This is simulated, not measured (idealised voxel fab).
Herein follows the process module entitled voxel gate over fins.
165 nm wide, 5 nm square cells: that's cross-section cut.
This document writes a cross-section as a grid whose cells are square, and gives it as bands, listed from the top down; one or more rows of cells form a band.
The band entry comprises the height of the band's top followed by the height of its bottom, expressed in nm, and subsequently the band's materials from left to right, each stated together with its width in nm. Where a single material is marked with the word "throughout", that material fills the band from edge to edge. The word "blank" represents empty space.
It should be noted that heights are counted from 0, beneath which the wafer as supplied is of one material throughout, and that the lowest band possesses no lower boundary but continues downward, as written in "0..down".
You'd read "30 to 40" like this: the band's top row of cells is as wide as the first number, its bottom row is as wide as the second, and going down, every row changes width by the same amount as the row before did.
Reading "remained the same" for a step: not a cell of the cross-section changed in it.
Voids not open to the top, 8 cells minimum: see "Sealed void listing". Written width x height at distance; distance is from the left edge; nm.
If you see something after the settings on a step's line, that's the simulator's own remark about that step.
Steps that use a mask can have "overlay nm" on their line. It says how far the mask sat to the right of where it was meant to be. Negative means to the left.

Intended process steps:
| 1 | RECEIVE (material Si) |
| 2 | CONFORMAL_DEP (material SiN; thk nm 5) |
| 3 | MASKED_ETCH (tone cover; mask id FINS; width nm 15; pitch nm 55; etch materials SiN; depth nm 5; overlay nm 0) |
| 4 | MASKED_ETCH (tone cover; mask id FINS; width nm 15; pitch nm 55; etch materials Si; depth nm 40; overlay nm 0) |
| 5 | OXIDIZE (depth nm 5) |
| 6 | FILL_DEP (material SiO2; thk nm 15) |
| 7 | CMP (height nm 5) |
| 8 | PATTERN (tone open; mask id RAIL; material resist; width nm 15; thk nm 15; overlay nm 0) |
| 9 | DIRECTIONAL_ETCH (etch materials SiO2; depth nm 40) |
| 10 | STRIP (etch materials resist) |
| 11 | CONFORMAL_DEP (material TiN; thk nm 5) |
| 12 | FILL_DEP (material W; thk nm 5) |
| 13 | CMP (height nm 5) |
| 14 | SELECTIVE_ETCH (etch materials W Ru TiN; depth nm 25) |
| 15 | FILL_DEP (material SiO2; thk nm 5) |
| 16 | CMP (height nm 5) |
| 17 | SELECTIVE_ETCH (etch materials SiO2; depth nm 15) |
| 18 | STRIP (etch materials SiN) |
| 19 | CONFORMAL_DEP (material HfO2; thk nm 5) |
| 20 | CONFORMAL_DEP (material TiN; thk nm 5) |
| 21 | CONFORMAL_DEP (material TiAl; thk nm 5) |
| 22 | CONFORMAL_DEP (material TiN; thk nm 5) |
| 23 | FILL_DEP (material W; thk nm 15) |
| 24 | CMP (height nm 30) |
| 25 | CONFORMAL_DEP (material SiN; thk nm 5) |

Cross-section of the wafer at receipt, which is the condition after step 1:
0..down | Si throughout
Sealed void listing: none

A wafer at the end: this start, this plan, one mistake:
35..30 | SiN throughout
30..15 | W throughout
15..10 | W 30; TiN 45; W 10; TiN 45; W 35
10..5 | TiN 35; TiAl 35; TiN 20; TiAl 35; TiN 40
5..0 | TiAl 40; TiN 25; TiAl 30; TiN 25; TiAl 45
0..-5 | TiN 45; HfO2 15; TiN 40; HfO2 15; TiN 50
-5..-10 | HfO2 50; Si 5; HfO2 50; Si 5; HfO2 55
-10..-20 | SiO2 50; Si 5; SiO2 50; Si 5; SiO2 55
-20..-30 | SiO2 50; Si 5; SiO2 15; TiN 5; W 5; TiN 5; SiO2 20; Si 5; SiO2 55
-30..-35 | SiO2 50; Si 5; SiO2 15; TiN 15; SiO2 20; Si 5; SiO2 55
-35..-45 | SiO2 50; Si 5; SiO2 50; Si 5; SiO2 55
-45..down | Si throughout
Sealed void listing: none
Diagnosis: step 2 was dropped from the plan's execution and never run
